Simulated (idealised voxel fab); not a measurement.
Process module under the name voxel quadruple lines
Section shown: cut. Width: 175 nm. Cell size: 5 nm, square.
How to read a cross-section here: the picture is a grid of square cells, written as bands going from the top down, and any band can span one or more rows of cells.
Heights first: top, then bottom, in nm. Then materials, left to right, each with a width in nm. "full width" on a single material: fills the band edge to edge. "empty": empty space.
We count height from 0. Below that, the starting wafer is all one material. The lowest band never ends at the bottom but goes on down; see "from 0 down" for how that is written.
So if you see something like "30->40" for the width, read it as the top row of the band sitting at the first number and the bottom row at the second, with every row in between moving by the same amount as the last.
What does "all unchanged" mean for a step? It means no cell of the cross-section changed in that step.
Entry "Non-vented voids". Content: empty spaces with no open connection to the top, size 8 cells or greater. Each: width x height at distance. Distance: from left edge. Unit: nm.
Anything after a step's settings on that line? It's the simulator's own note about the step.
overlay nm: how far to the right of its planned place the mask lay on this masked step (negative: to the left).

## The following list gives the planned process steps
- 1: RECEIVE: material Si
- 2: CONFORMAL_DEP: material SiO2, thk nm 10
- 3: DIRECTIONAL_DEP: material TiN, thk nm 15
- 4: DIRECTIONAL_DEP: material polySi, thk nm 20
- 5: DIRECTIONAL_DEP: material aC, thk nm 25
- 6: PATTERN: tone cover, mask id MANDREL, material resist, width nm 25, pitch nm 80, thk nm 30, overlay nm 0
- 7: DIRECTIONAL_ETCH: etch materials aC, depth nm 25
- 8: STRIP: etch materials resist
- 9: CONFORMAL_DEP: material SiO2, thk nm 15
- 10: DIRECTIONAL_ETCH: etch materials SiO2, depth nm 15
- 11: STRIP: etch materials aC
- 12: DIRECTIONAL_ETCH: etch materials polySi, depth nm 20
- 13: STRIP: etch materials SiO2
- 14: CONFORMAL_DEP: material SiN, thk nm 5
- 15: DIRECTIONAL_ETCH: etch materials SiN, depth nm 5
- 16: STRIP: etch materials polySi
- 17: DIRECTIONAL_ETCH: etch materials TiN, depth nm 15
- 18: STRIP: etch materials SiN
- 19: FILL_DEP: material lowk, thk nm 10
- 20: CMP: height nm 25

## The cross-section here shows the wafer as received, i.e. in its state after step 1
  from 0 down | Si full width
  Non-vented voids: none

## Sectioned view, first of two wafers, at the close of the module, processed as intended in the plan
  from 25 to 10 | lowk=15; TiN=5; lowk=15; TiN=5; lowk=15; TiN=5; lowk=15; TiN=5; lowk=15; TiN=5; lowk=15; TiN=5; lowk=15; TiN=5; lowk=15; TiN=5; lowk=15
  from 10 to 0 | SiO2 full width
  from 0 down | Si full width
  Non-vented voids: none

## Here's the second of our two wafers sectioned at module end. Same start as the first, same plan, but one mistake got made running it
  from 25 to 10 | lowk=30; TiN=5; lowk=25; TiN=5; lowk=45; TiN=5; lowk=25; TiN=5; lowk=30
  from 10 to 0 | SiO2 full width
  from 0 down | Si full width
  Non-vented voids: none
The mistake made against the process plan was this: step 6 was processed under conditions differing from the plan, specifically as PATTERN: tone open, mask id MANDREL, material resist, width nm 25, pitch nm 80, thk nm 30, overlay nm 0
Bottom line after processing is that, in cells, the second wafer is up or down on some materials versus the first: TiN -12, lowk +12
